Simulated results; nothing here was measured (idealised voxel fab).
This section sets out a process module, namely voxel wiring stack.
cross-section cut | 165 nm wide | cells 5 nm
Square cells in a grid make up a cross-section in this document, and the grid is given as bands, listed from the top down, each one or more rows of cells. What a band's entry tells you: where the top is and where the bottom is, as heights in nm, and after that what lies inside, material by material from left to right, each with its width in nm. Empty space is written as the word "empty", and a single material marked with the word "edge to edge" occupies the band from edge to edge. Below 0: as-received wafer, all one material; heights counted from there. Lowest band: no bottom, goes on down, written "0 and below". A width given as "30->40" starts at the first number in the band's top row and ends at the second number in its bottom row, shifting by an equal amount at every step from row to row. "nothing changed" means the step left every cell of the cross-section as it was. "Trapped voids": empty spaces of 8 cells or more with no open way to the top, each given as width x height at distance, distance from the left edge, all in nm. On each step's line, the part that comes after the settings is the simulator's own comment on the step. The optional step-line setting "overlay nm" applies to steps with a mask and quantifies how far to the right of its planned location the mask lay, a negative value indicating leftward placement.

So here's the lineup of process steps we planned
1. op RECEIVE | material Si
2. op CONFORMAL_DEP | material SiO2 | thk nm 10
3. op CONFORMAL_DEP | material SiCN | thk nm 5
4. op DIRECTIONAL_DEP | material lowk | thk nm 20
5. op MASKED_ETCH | tone open | mask id METAL_1 | width nm 20 | pitch nm 35 | etch materials lowk | depth nm 20 | overlay nm 0
6. op MASKED_ETCH | tone open | mask id METAL_1 | width nm 20 | pitch nm 35 | etch materials SiCN | depth nm 5 | overlay nm 0
7. op CONFORMAL_DEP | material TiN | thk nm 5
8. op FILL_DEP | material Ru | thk nm 10
9. op CMP | height nm 35
10. op CONFORMAL_DEP | material SiCN | thk nm 5
11. op DIRECTIONAL_DEP | material SiO2 | thk nm 35
12. op MASKED_ETCH | tone open | mask id METAL_2 | width nm 20 | pitch nm 35 | etch materials SiO2 | depth nm 20 | overlay nm 0
13. op MASKED_ETCH | tone open | mask id METAL_2_HOLES | width nm 15 | pitch nm 70 | etch materials SiO2 | depth nm 15 | overlay nm 0
14. op MASKED_ETCH | tone open | mask id METAL_2_HOLES | width nm 15 | pitch nm 70 | etch materials SiCN | depth nm 5 | overlay nm 0
15. op CONFORMAL_DEP | material TiN | thk nm 5
16. op FILL_DEP | material Cu | thk nm 5
17. op CMP | height nm 75
18. op CONFORMAL_DEP | material SiCN | thk nm 5

The first of the two wafers, which ran as planned

Cross-section of the wafer as it came to us, i.e., already through step 1
> 0 and below | Si edge to edge
> Trapped voids: none

Upon completion of step 2, the wafer appears in cross-section as shown
> 10 down to 0 | SiO2 edge to edge
> Heights below 0 show no change.

Upon completion of step 3, the wafer appears in cross-section as shown
> 15 down to 10 | SiCN edge to edge
> Heights below 10 show no change.

Upon completion of step 4, the wafer appears in cross-section as shown
> 35 down to 15 | lowk edge to edge
> Heights below 15 show no change.

Upon completion of step 5, the wafer appears in cross-section as shown
> 35 down to 15 | lowk=35, empty=20, lowk=15, empty=20, lowk=15, empty=20, lowk=40
> Heights below 15 show no change.

Upon completion of step 6, the wafer appears in cross-section as shown
> 35 down to 15 | lowk=35, empty=20, lowk=15, empty=20, lowk=15, empty=20, lowk=40
> 15 down to 10 | SiCN=35, empty=20, SiCN=15, empty=20, SiCN=15, empty=20, SiCN=40
> Heights below 10 show no change.

Upon completion of step 7, the wafer appears in cross-section as shown
> 40 down to 35 | TiN=40, empty=10, TiN=25, empty=10, TiN=25, empty=10, TiN=45
> 35 down to 15 | lowk=35, TiN=5, empty=10, TiN=5, lowk=15, TiN=5, empty=10, TiN=5, lowk=15, TiN=5, empty=10, TiN=5, lowk=40
> 15 down to 10 | SiCN=35, TiN=20, SiCN=15, TiN=20, SiCN=15, TiN=20, SiCN=40
> Heights below 10 show no change.

Upon completion of step 8, the wafer appears in cross-section as shown
> 50 down to 40 | Ru edge to edge
> 40 down to 35 | TiN=40, Ru=10, TiN=25, Ru=10, TiN=25, Ru=10, TiN=45
> 35 down to 15 | lowk=35, TiN=5, Ru=10, TiN=5, lowk=15, TiN=5, Ru=10, TiN=5, lowk=15, TiN=5, Ru=10, TiN=5, lowk=40
> Heights below 15 show no change.

Upon completion of step 9, the wafer appears in cross-section as shown
> 35 down to 15 | lowk=35, TiN=5, Ru=10, TiN=5, lowk=15, TiN=5, Ru=10, TiN=5, lowk=15, TiN=5, Ru=10, TiN=5, lowk=40
> Heights below 15 show no change.

Upon completion of step 10, the wafer appears in cross-section as shown
> 40 down to 35 | SiCN edge to edge
> Heights below 35 show no change.

Upon completion of step 11, the wafer appears in cross-section as shown
> 75 down to 40 | SiO2 edge to edge
> Heights below 40 show no change.

Upon completion of step 12, the wafer appears in cross-section as shown
> 75 down to 55 | SiO2=35, empty=20, SiO2=15, empty=20, SiO2=15, empty=20, SiO2=40
> Heights below 55 show no change.

Upon completion of step 13, the wafer appears in cross-section as shown
> 75 down to 55 | SiO2=35, empty=20, SiO2=15, empty=20, SiO2=15, empty=20, SiO2=40
> 55 down to 40 | SiO2=35, empty=15, SiO2=55, empty=15, SiO2=45
> Heights below 40 show no change.

Upon completion of step 14, the wafer appears in cross-section as shown
> 75 down to 55 | SiO2=35, empty=20, SiO2=15, empty=20, SiO2=15, empty=20, SiO2=40
> 55 down to 40 | SiO2=35, empty=15, SiO2=55, empty=15, SiO2=45
> 40 down to 35 | SiCN=35, empty=15, SiCN=55, empty=15, SiCN=45
> Heights below 35 show no change.

Upon completion of step 15, the wafer appears in cross-section as shown
> 80 down to 75 | TiN=40, empty=10, TiN=25, empty=10, TiN=25, empty=10, TiN=45
> 75 down to 60 | SiO2=35, TiN=5, empty=10, TiN=5, SiO2=15, TiN=5, empty=10, TiN=5, SiO2=15, TiN=5, empty=10, TiN=5, SiO2=40
> 60 down to 55 | SiO2=35, TiN=5, empty=5, TiN=10, SiO2=15, TiN=20, SiO2=15, TiN=5, empty=5, TiN=10, SiO2=40
> 55 down to 40 | SiO2=35, TiN=5, empty=5, TiN=5, SiO2=55, TiN=5, empty=5, TiN=5, SiO2=45
> 40 down to 35 | SiCN=35, TiN=15, SiCN=55, TiN=15, SiCN=45
> Heights below 35 show no change.

Upon completion of step 16, the wafer appears in cross-section as shown
> 85 down to 80 | Cu edge to edge
> 80 down to 75 | TiN=40, Cu=10, TiN=25, Cu=10, TiN=25, Cu=10, TiN=45
> 75 down to 60 | SiO2=35, TiN=5, Cu=10, TiN=5, SiO2=15, TiN=5, Cu=10, TiN=5, SiO2=15, TiN=5, Cu=10, TiN=5, SiO2=40
> 60 down to 55 | SiO2=35, TiN=5, Cu=5, TiN=10, SiO2=15, TiN=20, SiO2=15, TiN=5, Cu=5, TiN=10, SiO2=40
> 55 down to 40 | SiO2=35, TiN=5, Cu=5, TiN=5, SiO2=55, TiN=5, Cu=5, TiN=5, SiO2=45
> Heights below 40 show no change.

Upon completion of step 17, the wafer appears in cross-section as shown
> 75 down to 60 | SiO2=35, TiN=5, Cu=10, TiN=5, SiO2=15, TiN=5, Cu=10, TiN=5, SiO2=15, TiN=5, Cu=10, TiN=5, SiO2=40
> Heights below 60 show no change.

Upon completion of step 18, the wafer appears in cross-section as shown
> 80 down to 75 | SiCN edge to edge
> Heights below 75 show no change.

Wafer two of two - same starting point, same process plan, one mistake in execution; matches wafer one up to and including step 10

Second wafer cross-section, taken as of the time the plan sets for step 11 to be done
> 110 down to 40 | SiO2 edge to edge
> Heights below 40 show no change.

Second wafer cross-section, taken as of the time the plan sets for step 12 to be done
> 110 down to 90 | SiO2=35, empty=20, SiO2=15, empty=20, SiO2=15, empty=20, SiO2=40
> Heights below 90 show no change.

Second wafer cross-section, taken as of the time the plan sets for step 13 to be done
> 110 down to 90 | SiO2=35, empty=20, SiO2=15, empty=20, SiO2=15, empty=20, SiO2=40
> 90 down to 75 | SiO2=35, empty=15, SiO2=55, empty=15, SiO2=45
> Heights below 75 show no change.

Second wafer cross-section, taken as of the time the plan sets for step 14 to be done: nothing changed

Second wafer cross-section, taken as of the time the plan sets for step 15 to be done
> 115 down to 110 | TiN=40, empty=10, TiN=25, empty=10, TiN=25, empty=10, TiN=45
> 110 down to 95 | SiO2=35, TiN=5, empty=10, TiN=5, SiO2=15, TiN=5, empty=10, TiN=5, SiO2=15, TiN=5, empty=10, TiN=5, SiO2=40
> 95 down to 90 | SiO2=35, TiN=5, empty=5, TiN=10, SiO2=15, TiN=20, SiO2=15, TiN=5, empty=5, TiN=10, SiO2=40
> 90 down to 80 | SiO2=35, TiN=5, empty=5, TiN=5, SiO2=55, TiN=5, empty=5, TiN=5, SiO2=45
> 80 down to 75 | SiO2=35, TiN=15, SiO2=55, TiN=15, SiO2=45
> Heights below 75 show no change.

Second wafer cross-section, taken as of the time the plan sets for step 16 to be done
> 120 down to 115 | Cu edge to edge
> 115 down to 110 | TiN=40, Cu=10, TiN=25, Cu=10, TiN=25, Cu=10, TiN=45
> 110 down to 95 | SiO2=35, TiN=5, Cu=10, TiN=5, SiO2=15, TiN=5, Cu=10, TiN=5, SiO2=15, TiN=5, Cu=10, TiN=5, SiO2=40
> 95 down to 90 | SiO2=35, TiN=5, Cu=5, TiN=10, SiO2=15, TiN=20, SiO2=15, TiN=5, Cu=5, TiN=10, SiO2=40
> 90 down to 80 | SiO2=35, TiN=5, Cu=5, TiN=5, SiO2=55, TiN=5, Cu=5, TiN=5, SiO2=45
> Heights below 80 show no change.

Second wafer cross-section, taken as of the time the plan sets for step 17 to be done
> 75 down to 40 | SiO2 edge to edge
> Heights below 40 show no change.

Second wafer cross-section, taken as of the time the plan sets for step 18 to be done
> 80 down to 75 | SiCN edge to edge
> Heights below 75 show no change.
The mistake made against the process plan was this: step 11 of the plan was executed twice over
Final wafer comparison in cells, second versus first, more or fewer per material: Cu -26, SiCN +6, SiO2 +66, TiN -46
